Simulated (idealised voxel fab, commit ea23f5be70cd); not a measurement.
Process module, titled voxel transistor to metal
It is cross-section cut that appears here, measuring 210 nm in width, its square cells being 5 nm in size.
In this document a cross-section is written as a grid of square cells. It is given as a series of bands, listed from the top down, and a band is one or more rows of cells.
Band: top height; bottom height; in nm. Then, left to right: material with width in nm, for each material. "everywhere": a single material spanning edge to edge. "air": empty space.
Ref level 0: as-received wafer is one material below here. Bottom band extends down with no lower bound ("0 nm and below").
Graded width ("30->40"): value in top row of band = first number; value in bottom row = second number; row-to-row change constant.
Given "stayed the same" for a step, no cell of the cross-section differs between before and after that step.
So "Closed void inventory" is basically the list of trapped voids: any empty space of 8 cells or more that can't reach the top through an opening. They're written width x height at distance, the distance being from the left edge, and it's all nm.
On each step's line, the part that comes after the settings is the simulator's own comment on the step.
If you see "overlay nm" on a step's line and that step has a mask, it's telling you how far right of where it was planned the mask ended up; a negative number means it went left instead.
How should the pairs below be read? Each gives the cross-section before one process step and the cross-section after it, the latter drawn only to the lowest band that changed; the step that lies between them, with its settings, appears under the pair. Does a pair pick up where the pair above left off? Only where its entry headed "Pre-step snapshot" says so, since pairs can come from different runs of this module on the same starting wafer.

-- Pre-step snapshot
    95 nm to 80 nm = aC 50 nm; air 15 nm; aC 75 nm; air 15 nm; aC 55 nm
    80 nm to 50 nm = SiO2 everywhere
    50 nm to 45 nm = polySi everywhere
    45 nm to 30 nm = lowk 50 nm; W 15 nm; lowk 75 nm; W 15 nm; lowk 55 nm
    30 nm to 25 nm = lowk 50 nm; TiN 15 nm; lowk 75 nm; TiN 15 nm; lowk 55 nm
    25 nm to 10 nm = SiO2 50 nm; TiN 5 nm; Ru 5 nm; TiN 5 nm; SiO2 75 nm; TiN 5 nm; Ru 5 nm; TiN 5 nm; SiO2 55 nm
    10 nm to 5 nm = SiO2 50 nm; TiN 5 nm; Ru 5 nm; TiN 5 nm; SiO2 10 nm; SiN 10 nm; HfO2 5 nm; TiN 5 nm; W 15 nm; TiN 5 nm; HfO2 5 nm; SiN 10 nm; SiO2 10 nm; TiN 5 nm; Ru 5 nm; TiN 5 nm; SiO2 55 nm
    5 nm to 0 nm = SiO2 35 nm; SiN 10 nm; SiO2 5 nm; TiN 15 nm; SiO2 10 nm; SiN 10 nm; HfO2 5 nm; TiN 5 nm; W 15 nm; TiN 5 nm; HfO2 5 nm; SiN 10 nm; SiO2 10 nm; TiN 15 nm; SiO2 5 nm; SiN 10 nm; SiO2 40 nm
    0 nm to -5 nm = SiO2 35 nm; SiN 10 nm; SiGe 10 nm; TiN 10 nm; SiGe 10 nm; SiN 10 nm; HfO2 5 nm; TiN 25 nm; HfO2 5 nm; SiN 10 nm; SiGe 10 nm; TiN 10 nm; SiGe 10 nm; SiN 10 nm; SiO2 40 nm
    -5 nm to -10 nm = SiO2 45 nm; SiGe 10 nm; TiN 10 nm; SiGe 10 nm; SiO2 5 nm; HfO2 45 nm; SiO2 5 nm; SiGe 10 nm; TiN 10 nm; SiGe 10 nm; SiO2 50 nm
    -10 nm to -20 nm = SiO2 40 nm; Si 5 nm; SiGe 30 nm; Si 55 nm; SiGe 30 nm; Si 5 nm; SiO2 45 nm
    -20 nm to -40 nm = SiO2 40 nm; Si 125 nm; SiO2 45 nm
    -40 nm and below = Si everywhere
    Closed void inventory: none

-- Cross-Section After Step
    95 nm to 80 nm = aC 50 nm; air 15 nm; aC 75 nm; air 15 nm; aC 55 nm
    80 nm to 65 nm = SiO2 50 nm; air 15 nm; SiO2 75 nm; air 15 nm; SiO2 55 nm
    All layers under 65 are left as they were.
    Closed void inventory: none
Which process step falls between the two cross-sections above? DIRECTIONAL_ETCH, etch materials SiO2, depth nm 15

Pre-step snapshot: after-step cross-section of the pair just above applies.

-- Cross-Section After Step
    80 nm to 65 nm = SiO2 50 nm; air 15 nm; SiO2 75 nm; air 15 nm; SiO2 55 nm
    All layers under 65 are left as they were.
    Closed void inventory: none
Which process step falls between the two cross-sections above? STRIP, etch materials aC

Pre-step snapshot: after-step cross-section of the pair just above applies.

-- Cross-Section After Step
    100 nm to 80 nm = resist 50 nm; air 15 nm; resist 75 nm; air 15 nm; resist 55 nm
    All layers under 80 are left as they were.
    Closed void inventory: none
Which process step falls between the two cross-sections above? PATTERN, tone open, mask id METAL_2_HOLES, material resist, width nm 15, pitch nm 90, thk nm 20, overlay nm 0

Pre-step snapshot: after-step cross-section of the pair just above applies.

-- Cross-Section After Step
    100 nm to 80 nm = resist 50 nm; air 15 nm; resist 75 nm; air 15 nm; resist 55 nm
    80 nm to 50 nm = SiO2 50 nm; air 15 nm; SiO2 75 nm; air 15 nm; SiO2 55 nm
    All layers under 50 are left as they were.
    Closed void inventory: none
Which process step falls between the two cross-sections above? DIRECTIONAL_ETCH, etch materials SiO2, depth nm 15

Pre-step snapshot: after-step cross-section of the pair just above applies.

-- Cross-Section After Step
    80 nm to 50 nm = SiO2 50 nm; air 15 nm; SiO2 75 nm; air 15 nm; SiO2 55 nm
    All layers under 50 are left as they were.
    Closed void inventory: none
Which process step falls between the two cross-sections above? STRIP, etch materials resist

Pre-step snapshot: after-step cross-section of the pair just above applies.

-- Cross-Section After Step
    85 nm to 80 nm = TiN 55 nm; air 5 nm; TiN 85 nm; air 5 nm; TiN 60 nm
    80 nm to 55 nm = SiO2 50 nm; TiN 5 nm; air 5 nm; TiN 5 nm; SiO2 75 nm; TiN 5 nm; air 5 nm; TiN 5 nm; SiO2 55 nm
    55 nm to 50 nm = SiO2 50 nm; TiN 15 nm; SiO2 75 nm; TiN 15 nm; SiO2 55 nm
    All layers under 50 are left as they were.
    Closed void inventory: none
Which process step falls between the two cross-sections above? CONFORMAL_DEP, material TiN, thk nm 5

Pre-step snapshot: after-step cross-section of the pair just above applies.

-- Cross-Section After Step
    95 nm to 85 nm = Ru everywhere
    85 nm to 80 nm = TiN 55 nm; Ru 5 nm; TiN 85 nm; Ru 5 nm; TiN 60 nm
    80 nm to 55 nm = SiO2 50 nm; TiN 5 nm; Ru 5 nm; TiN 5 nm; SiO2 75 nm; TiN 5 nm; Ru 5 nm; TiN 5 nm; SiO2 55 nm
    All layers under 55 are left as they were.
    Closed void inventory: none
Which process step falls between the two cross-sections above? FILL_DEP, material Ru, thk nm 10

Pre-step snapshot: after-step cross-section of the pair just above applies.

-- Cross-Section After Step
    80 nm to 55 nm = SiO2 50 nm; TiN 5 nm; Ru 5 nm; TiN 5 nm; SiO2 75 nm; TiN 5 nm; Ru 5 nm; TiN 5 nm; SiO2 55 nm
    All layers under 55 are left as they were.
    Closed void inventory: none
Which process step falls between the two cross-sections above? CMP, height nm 80

Pre-step snapshot: after-step cross-section of the pair just above applies.

-- Cross-Section After Step
    85 nm to 80 nm = SiN everywhere
    All layers under 80 are left as they were.
    Closed void inventory: none
Which process step falls between the two cross-sections above? CONFORMAL_DEP, material SiN, thk nm 5

-- Pre-step snapshot
    45 nm to 30 nm = W everywhere
    30 nm to 25 nm = TiN everywhere
    25 nm to 10 nm = SiO2 50 nm; TiN 5 nm; Ru 5 nm; TiN 5 nm; SiO2 75 nm; TiN 5 nm; Ru 5 nm; TiN 5 nm; SiO2 55 nm
    10 nm to 5 nm = SiO2 50 nm; TiN 5 nm; Ru 5 nm; TiN 5 nm; SiO2 10 nm; SiN 10 nm; HfO2 5 nm; TiN 5 nm; W 15 nm; TiN 5 nm; HfO2 5 nm; SiN 10 nm; SiO2 10 nm; TiN 5 nm; Ru 5 nm; TiN 5 nm; SiO2 55 nm
    5 nm to 0 nm = SiO2 35 nm; SiN 10 nm; SiO2 5 nm; TiN 15 nm; SiO2 10 nm; SiN 10 nm; HfO2 5 nm; TiN 5 nm; W 15 nm; TiN 5 nm; HfO2 5 nm; SiN 10 nm; SiO2 10 nm; TiN 15 nm; SiO2 5 nm; SiN 10 nm; SiO2 40 nm
    0 nm to -5 nm = SiO2 35 nm; SiN 10 nm; SiGe 10 nm; TiN 10 nm; SiGe 10 nm; SiN 10 nm; HfO2 5 nm; TiN 25 nm; HfO2 5 nm; SiN 10 nm; SiGe 10 nm; TiN 10 nm; SiGe 10 nm; SiN 10 nm; SiO2 40 nm
    -5 nm to -10 nm = SiO2 45 nm; SiGe 10 nm; TiN 10 nm; SiGe 10 nm; SiO2 5 nm; HfO2 45 nm; SiO2 5 nm; SiGe 10 nm; TiN 10 nm; SiGe 10 nm; SiO2 50 nm
    -10 nm to -20 nm = SiO2 40 nm; Si 5 nm; SiGe 30 nm; Si 55 nm; SiGe 30 nm; Si 5 nm; SiO2 45 nm
    -20 nm to -40 nm = SiO2 40 nm; Si 125 nm; SiO2 45 nm
    -40 nm and below = Si everywhere
    Closed void inventory: none

-- Cross-Section After Step
    60 nm to 45 nm = resist 50 nm; air 15 nm; resist 75 nm; air 15 nm; resist 55 nm
    All layers under 45 are left as they were.
    Closed void inventory: none
Which process step falls between the two cross-sections above? PATTERN, tone open, mask id METAL_1, material resist, width nm 15, pitch nm 90, thk nm 15, overlay nm 0

Pre-step snapshot: after-step cross-section of the pair just above applies.

-- Cross-Section After Step
    60 nm to 45 nm = resist 50 nm; air 15 nm; resist 75 nm; air 15 nm; resist 55 nm
    45 nm to 30 nm = W 50 nm; air 15 nm; W 75 nm; air 15 nm; W 55 nm
    All layers under 30 are left as they were.
    Closed void inventory: none
Which process step falls between the two cross-sections above? DIRECTIONAL_ETCH, etch materials W, depth nm 15

Pre-step snapshot: after-step cross-section of the pair just above applies.

-- Cross-Section After Step
    60 nm to 45 nm = resist 50 nm; air 15 nm; resist 75 nm; air 15 nm; resist 55 nm
    45 nm to 30 nm = W 50 nm; air 15 nm; W 75 nm; air 15 nm; W 55 nm
    30 nm to 25 nm = TiN 50 nm; air 15 nm; TiN 75 nm; air 15 nm; TiN 55 nm
    All layers under 25 are left as they were.
    Closed void inventory: none
Which process step falls between the two cross-sections above? DIRECTIONAL_ETCH, etch materials TiN, depth nm 5

Pre-step snapshot: after-step cross-section of the pair just above applies.

-- Cross-Section After Step
    45 nm to 30 nm = W 50 nm; air 15 nm; W 75 nm; air 15 nm; W 55 nm
    All layers under 30 are left as they were.
    Closed void inventory: none
Which process step falls between the two cross-sections above? STRIP, etch materials resist

Pre-step snapshot: after-step cross-section of the pair just above applies.

-- Cross-Section After Step
    50 nm to 45 nm = lowk everywhere
    45 nm to 30 nm = W 50 nm; lowk 15 nm; W 75 nm; lowk 15 nm; W 55 nm
    30 nm to 25 nm = TiN 50 nm; lowk 15 nm; TiN 75 nm; lowk 15 nm; TiN 55 nm
    All layers under 25 are left as they were.
    Closed void inventory: none
Which process step falls between the two cross-sections above? FILL_DEP, material lowk, thk nm 5

Pre-step snapshot: after-step cross-section of the pair just above applies.

-- Cross-Section After Step
    45 nm to 30 nm = W 50 nm; lowk 15 nm; W 75 nm; lowk 15 nm; W 55 nm
    All layers under 30 are left as they were.
    Closed void inventory: none
Which process step falls between the two cross-sections above? CMP, height nm 45

Pre-step snapshot: after-step cross-section of the pair just above applies.

-- Cross-Section After Step
    50 nm to 45 nm = SiCN everywhere
    All layers under 45 are left as they were.
    Closed void inventory: none
Which process step falls between the two cross-sections above? CONFORMAL_DEP, material SiCN, thk nm 5

Pre-step snapshot: after-step cross-section of the pair just above applies.

-- Cross-Section After Step
    80 nm to 50 nm = SiO2 everywhere
    All layers under 50 are left as they were.
    Closed void inventory: none
Which process step falls between the two cross-sections above? DIRECTIONAL_DEP, material SiO2, thk nm 30

Pre-step snapshot: after-step cross-section of the pair just above applies.

-- Cross-Section After Step
    95 nm to 80 nm = aC everywhere
    All layers under 80 are left as they were.
    Closed void inventory: none
Which process step falls between the two cross-sections above? DIRECTIONAL_DEP, material aC, thk nm 15

Pre-step snapshot: after-step cross-section of the pair just above applies.

-- Cross-Section After Step
    125 nm to 95 nm = resist 50 nm; air 15 nm; resist 75 nm; air 15 nm; resist 55 nm
    All layers under 95 are left as they were.
    Closed void inventory: none
Which process step falls between the two cross-sections above? PATTERN, tone open, mask id METAL_2, material resist, width nm 15, pitch nm 90, thk nm 30, overlay nm 0

Pre-step snapshot: after-step cross-section of the pair just above applies.

-- Cross-Section After Step
    110 nm to 95 nm = resist 50 nm; air 15 nm; resist 75 nm; air 15 nm; resist 55 nm
    95 nm to 80 nm = aC 50 nm; air 15 nm; aC 75 nm; air 15 nm; aC 55 nm
    All layers under 80 are left as they were.
    Closed void inventory: none
Which process step falls between the two cross-sections above? DIRECTIONAL_ETCH, etch materials aC, depth nm 15

Pre-step snapshot: after-step cross-section of the pair just above applies.

-- Cross-Section After Step
    95 nm to 80 nm = aC 50 nm; air 15 nm; aC 75 nm; air 15 nm; aC 55 nm
    All layers under 80 are left as they were.
    Closed void inventory: none
Which process step falls between the two cross-sections above? STRIP, etch materials resist

Pre-step snapshot: after-step cross-section of the pair just above applies.

-- Cross-Section After Step
    95 nm to 80 nm = aC 50 nm; air 15 nm; aC 75 nm; air 15 nm; aC 55 nm
    80 nm to 65 nm = SiO2 50 nm; air 15 nm; SiO2 75 nm; air 15 nm; SiO2 55 nm
    All layers under 65 are left as they were.
    Closed void inventory: none
Which process step falls between the two cross-sections above? DIRECTIONAL_ETCH, etch materials SiO2, depth nm 15

Pre-step snapshot: after-step cross-section of the pair just above applies.

-- Cross-Section After Step
    80 nm to 65 nm = SiO2 50 nm; air 15 nm; SiO2 75 nm; air 15 nm; SiO2 55 nm
    All layers under 65 are left as they were.
    Closed void inventory: none
Which process step falls between the two cross-sections above? STRIP, etch materials aC

Pre-step snapshot: after-step cross-section of the pair just above applies.

-- Cross-Section After Step
    100 nm to 80 nm = resist 50 nm; air 15 nm; resist 75 nm; air 15 nm; resist 55 nm
    All layers under 80 are left as they were.
    Closed void inventory: none
Which process step falls between the two cross-sections above? PATTERN, tone open, mask id METAL_2_HOLES, material resist, width nm 15, pitch nm 90, thk nm 20, overlay nm 0

Pre-step snapshot: after-step cross-section of the pair just above applies.

-- Cross-Section After Step
    100 nm to 80 nm = resist 50 nm; air 15 nm; resist 75 nm; air 15 nm; resist 55 nm
    80 nm to 50 nm = SiO2 50 nm; air 15 nm; SiO2 75 nm; air 15 nm; SiO2 55 nm
    All layers under 50 are left as they were.
    Closed void inventory: none
Which process step falls between the two cross-sections above? DIRECTIONAL_ETCH, etch materials SiO2, depth nm 15

Pre-step snapshot: after-step cross-section of the pair just above applies.

-- Cross-Section After Step
    100 nm to 80 nm = resist 50 nm; air 15 nm; resist 75 nm; air 15 nm; resist 55 nm
    80 nm to 50 nm = SiO2 50 nm; air 15 nm; SiO2 75 nm; air 15 nm; SiO2 55 nm
    50 nm to 45 nm = SiCN 50 nm; air 15 nm; SiCN 75 nm; air 15 nm; SiCN 55 nm
    All layers under 45 are left as they were.
    Closed void inventory: none
Which process step falls between the two cross-sections above? DIRECTIONAL_ETCH, etch materials SiCN, depth nm 5

Pre-step snapshot: after-step cross-section of the pair just above applies.

-- Cross-Section After Step
    80 nm to 50 nm = SiO2 50 nm; air 15 nm; SiO2 75 nm; air 15 nm; SiO2 55 nm
    All layers under 50 are left as they were.
    Closed void inventory: none
Which process step falls between the two cross-sections above? STRIP, etch materials resist

Pre-step snapshot: after-step cross-section of the pair just above applies.

-- Cross-Section After Step
    85 nm to 80 nm = TiN 55 nm; air 5 nm; TiN 85 nm; air 5 nm; TiN 60 nm
    80 nm to 50 nm = SiO2 50 nm; TiN 5 nm; air 5 nm; TiN 5 nm; SiO2 75 nm; TiN 5 nm; air 5 nm; TiN 5 nm; SiO2 55 nm
    50 nm to 45 nm = SiCN 50 nm; TiN 15 nm; SiCN 75 nm; TiN 15 nm; SiCN 55 nm
    All layers under 45 are left as they were.
    Closed void inventory: none
Which process step falls between the two cross-sections above? CONFORMAL_DEP, material TiN, thk nm 5

Pre-step snapshot: after-step cross-section of the pair just above applies.

-- Cross-Section After Step
    95 nm to 85 nm = Ru everywhere
    85 nm to 80 nm = TiN 55 nm; Ru 5 nm; TiN 85 nm; Ru 5 nm; TiN 60 nm
    80 nm to 50 nm = SiO2 50 nm; TiN 5 nm; Ru 5 nm; TiN 5 nm; SiO2 75 nm; TiN 5 nm; Ru 5 nm; TiN 5 nm; SiO2 55 nm
    All layers under 50 are left as they were.
    Closed void inventory: none
Which process step falls between the two cross-sections above? FILL_DEP, material Ru, thk nm 10

Pre-step snapshot: after-step cross-section of the pair just above applies.

-- Cross-Section After Step
    80 nm to 50 nm = SiO2 50 nm; TiN 5 nm; Ru 5 nm; TiN 5 nm; SiO2 75 nm; TiN 5 nm; Ru 5 nm; TiN 5 nm; SiO2 55 nm
    All layers under 50 are left as they were.
    Closed void inventory: none
Which process step falls between the two cross-sections above? CMP, height nm 80

Pre-step snapshot: after-step cross-section of the pair just above applies.

-- Cross-Section After Step
    85 nm to 80 nm = SiN everywhere
    All layers under 80 are left as they were.
    Closed void inventory: none
Which process step falls between the two cross-sections above? CONFORMAL_DEP, material SiN, thk nm 5
